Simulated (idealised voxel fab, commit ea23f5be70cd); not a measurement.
process module | voxel lift off
Displayed cross-section: cut, width of 300 nm, square cells sized 5 nm.
Cross-section, as written here: a square-cell grid given band by band from the top down, where a band holds one or more rows of cells.
In this notation a band is specified by the heights of its top and bottom, in that order and in nm, after which its materials appear from left to right, each paired with its width in nm. The word "everywhere" attached to a single material means that material fills the band from edge to edge; the word "empty" stands for empty space.
We count height from 0. Below that, the starting wafer is all one material. The lowest band never ends at the bottom but goes on down; see "from 0 down" for how that is written.
A two-number width, for instance "30..40", indicates that the width is equal to the first number in the top row of the band and to the second number in the bottom row, and that it changes by a constant amount per row of cells.
Reading "identical to before" for a step: not a cell of the cross-section changed in it.
In the "Tabulated closed voids" entry, you get each enclosed empty space of 8 cells or more, one with no open way to the top, written width x height at distance, distance from the left edge, in nm.
Where a step's line continues beyond its settings, the continuation is a remark by the simulator itself on that step.
The setting "overlay nm" may be written on the line of a step. When the step uses a mask, the value reports how far to the right of the planned place the mask lay, and a negative value reports that it lay to the left.
## Process steps - plan
1,RECEIVE | material Si
2,CONFORMAL_DEP | material SiN | thk nm 15
3,PATTERN | tone open | mask id LINES | material resist | width nm 15 | pitch nm 30 | thk nm 30 | overlay nm -15
4,DIRECTIONAL_DEP | material Ru | thk nm 15
5,STRIP | etch materials resist
6,CONFORMAL_DEP | material SiCN | thk nm 5
It is noted that the wafers described herein are identical at the outset and are distinguished by the overlay nm of step 3; the value stated in the plan corresponds to the first wafer.
## Here's the first of the wafers in cross-section, just as we got it, i.e. after step 1
> from 0 down  Si everywhere
> Tabulated closed voids: none
## End of module: cross-section of the first of several wafers after step 6, the last step
> from 35 to 30  empty (105) | SiCN (25) | empty (5) | SiCN (25) | empty (140)
> from 30 to 20  empty (105) | SiCN (5) | Ru (15) | SiCN (5) | empty (5) | SiCN (5) | Ru (15) | SiCN (5) | empty (140)
> from 20 to 15  SiCN (110) | Ru (15) | SiCN (15) | Ru (15) | SiCN (145)
> from 15 to 0  SiN everywhere
> from 0 down  Si everywhere
> Tabulated closed voids: none
## The final wafer, sectioned at module end
> from 35 to 30  empty (135) | SiCN (25) | empty (5) | SiCN (25) | empty (110)
> from 30 to 20  empty (135) | SiCN (5) | Ru (15) | SiCN (5) | empty (5) | SiCN (5) | Ru (15) | SiCN (5) | empty (110)
> from 20 to 15  SiCN (140) | Ru (15) | SiCN (15) | Ru (15) | SiCN (115)
> from 15 to 0  SiN everywhere
> from 0 down  Si everywhere
> Tabulated closed voids: none
## So in this table every wafer gets its own row, and what you see is where it stands at the end of the module: for each material, how many cells it picked up (+) or gave up (-) since we received it, and after that its closed voids
overlay nm -15, +18 Ru, +72 SiCN, +180 SiN, Tabulated closed voids: none
overlay nm -10, +18 Ru, +72 SiCN, +180 SiN, Tabulated closed voids: none
overlay nm -5, +18 Ru, +72 SiCN, +180 SiN, Tabulated closed voids: none
overlay nm 0, +18 Ru, +72 SiCN, +180 SiN, Tabulated closed voids: none
overlay nm 5, +18 Ru, +72 SiCN, +180 SiN, Tabulated closed voids: none
overlay nm 10, +18 Ru, +72 SiCN, +180 SiN, Tabulated closed voids: none
overlay nm 15, +18 Ru, +72 SiCN, +180 SiN, Tabulated closed voids: none
